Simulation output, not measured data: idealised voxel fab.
Proc. module: voxel released beams
FYI the section here is cut, 295 nm wide, cells are 5 nm squares.
Just so we're on the same page, the cross-sections are grids of square cells, and they're listed out in bands top to bottom, each band one or more rows deep. Look at the band entry: it leads with the top's height and the bottom's height in nm. Then it lists the materials left to right, with a width in nm for each. The word "all across" on a single material says that material fills the band edge to edge. The word "empty" is empty space. The reference from which all heights are counted is 0, the level beneath which the as-received wafer is entirely one material; the lowest band, having no lower bound, proceeds downward and is written after the example "0..down". Per-row width for "30->40": begins at first number (top row of band), ends at second number (bottom row), increment between rows held constant. You'll sometimes find "nothing different" written for a step, and that's the way of saying that nowhere in the cross-section did a cell change during that step. The label "Enclosed empty spaces" introduces a list of the empty spaces, 8 cells or larger, that have no open way up to the top; each entry in it reads width x height at distance, where the distance is taken from the left edge and all three are stated in nm. That trailing text on a step's line, after the settings, is the simulator's own remark on the step. overlay nm: right-of-plan distance of the mask on a masked step; negative values mean left-of-plan.

-- List of planned process steps
1. RECEIVE [material Si]
2. CONFORMAL_DEP [material Al2O3] [thk nm 5]
3. DIRECTIONAL_DEP [material SiO2] [thk nm 20]
4. MASKED_ETCH [tone open] [mask id ANCHOR] [width nm 35] [etch materials SiO2] [depth nm 20] [overlay nm 0]
5. CONFORMAL_DEP [material SiN] [thk nm 10]
6. DIRECTIONAL_DEP [material aC] [thk nm 15]
7. PATTERN [tone cover] [mask id BEAM] [material resist] [width nm 110] [thk nm 30] [overlay nm 0]
8. DIRECTIONAL_ETCH [etch materials aC] [depth nm 15]
9. STRIP [etch materials resist]
10. DIRECTIONAL_ETCH [etch materials SiN] [depth nm 10]
11. STRIP [etch materials aC]
12. STRIP [etch materials SiO2]

-- first wafer, as planned

-- Cross-section of the wafer at receipt, which is the condition after step 1
* 0..down = Si all across
* Enclosed empty spaces: none

-- Cross-section of the wafer subsequent to step 2
* 5..0 = Al2O3 all across
* For the remainder of the cross-section, below 0, there is no change.

-- Cross-section of the wafer subsequent to step 3
* 25..5 = SiO2 all across
* For the remainder of the cross-section, below 5, there is no change.

-- Cross-section of the wafer subsequent to step 4
* 25..5 = SiO2 95; empty 35; SiO2 165
* For the remainder of the cross-section, below 5, there is no change.

-- Cross-section of the wafer subsequent to step 5
* 35..25 = SiN 105; empty 15; SiN 175
* 25..15 = SiO2 95; SiN 10; empty 15; SiN 10; SiO2 165
* 15..5 = SiO2 95; SiN 35; SiO2 165
* For the remainder of the cross-section, below 5, there is no change.

-- Cross-section of the wafer subsequent to step 6
* 50..35 = aC 105; empty 15; aC 175
* 35..30 = SiN 105; empty 15; SiN 175
* 30..25 = SiN 105; aC 15; SiN 175
* 25..15 = SiO2 95; SiN 10; aC 15; SiN 10; SiO2 165
* For the remainder of the cross-section, below 15, there is no change.

-- Cross-section of the wafer subsequent to step 7
* 80..50 = empty 90; resist 110; empty 95
* 50..35 = aC 105; resist 15; aC 175
* 35..30 = SiN 105; resist 15; SiN 175
* For the remainder of the cross-section, below 30, there is no change.

-- Cross-section of the wafer subsequent to step 8
* 65..50 = empty 90; resist 110; empty 95
* 50..35 = empty 90; aC 15; resist 15; aC 80; empty 95
* For the remainder of the cross-section, below 35, there is no change.

-- Cross-section of the wafer subsequent to step 9
* 50..35 = empty 90; aC 15; empty 15; aC 80; empty 95
* 35..30 = SiN 105; empty 15; SiN 175
* For the remainder of the cross-section, below 30, there is no change.

-- Cross-section of the wafer subsequent to step 10
* 50..35 = empty 90; aC 15; empty 15; aC 80; empty 95
* 35..30 = empty 90; SiN 15; empty 15; SiN 80; empty 95
* 30..25 = empty 90; SiN 15; aC 15; SiN 80; empty 95
* For the remainder of the cross-section, below 25, there is no change.

-- Cross-section of the wafer subsequent to step 11
* 35..25 = empty 90; SiN 15; empty 15; SiN 80; empty 95
* 25..15 = SiO2 95; SiN 10; empty 15; SiN 10; SiO2 165
* For the remainder of the cross-section, below 15, there is no change.

-- Cross-section of the wafer subsequent to step 12
* 35..25 = empty 90; SiN 15; empty 15; SiN 80; empty 95
* 25..15 = empty 95; SiN 10; empty 15; SiN 10; empty 165
* 15..5 = empty 95; SiN 35; empty 165
* For the remainder of the cross-section, below 5, there is no change.

-- Second Wafer (Identical Start and Plan, One Processing Error; Matches First Wafer Through Step 1)

-- Cross-section of the second wafer at the time step 2 of the plan should have ended
* 20..0 = SiO2 all across
* For the remainder of the cross-section, below 0, there is no change.

-- Cross-section of the second wafer at the time step 3 of the plan should have ended
* 25..20 = Al2O3 all across
* For the remainder of the cross-section, below 20, there is no change.

Cross-section of the second wafer at the time step 4 of the plan should have ended: nothing different

-- Cross-section of the second wafer at the time step 5 of the plan should have ended
* 35..25 = SiN all across
* For the remainder of the cross-section, below 25, there is no change.

-- Cross-section of the second wafer at the time step 6 of the plan should have ended
* 50..35 = aC all across
* For the remainder of the cross-section, below 35, there is no change.

-- Cross-section of the second wafer at the time step 7 of the plan should have ended
* 80..50 = empty 90; resist 110; empty 95
* For the remainder of the cross-section, below 50, there is no change.

-- Cross-section of the second wafer at the time step 8 of the plan should have ended
* 65..50 = empty 90; resist 110; empty 95
* 50..35 = empty 90; aC 110; empty 95
* For the remainder of the cross-section, below 35, there is no change.

-- Cross-section of the second wafer at the time step 9 of the plan should have ended
* 50..35 = empty 90; aC 110; empty 95
* For the remainder of the cross-section, below 35, there is no change.

-- Cross-section of the second wafer at the time step 10 of the plan should have ended
* 50..35 = empty 90; aC 110; empty 95
* 35..25 = empty 90; SiN 110; empty 95
* For the remainder of the cross-section, below 25, there is no change.

-- Cross-section of the second wafer at the time step 11 of the plan should have ended
* 35..25 = empty 90; SiN 110; empty 95
* For the remainder of the cross-section, below 25, there is no change.

Cross-section of the second wafer at the time step 12 of the plan should have ended: nothing different
In executing the process, a mistake was made relative to the plan: steps 2 and 3 swapped
Final cells, second wafer relative to first, materials higher or lower: SiN: 16 fewer; SiO2: 236 more
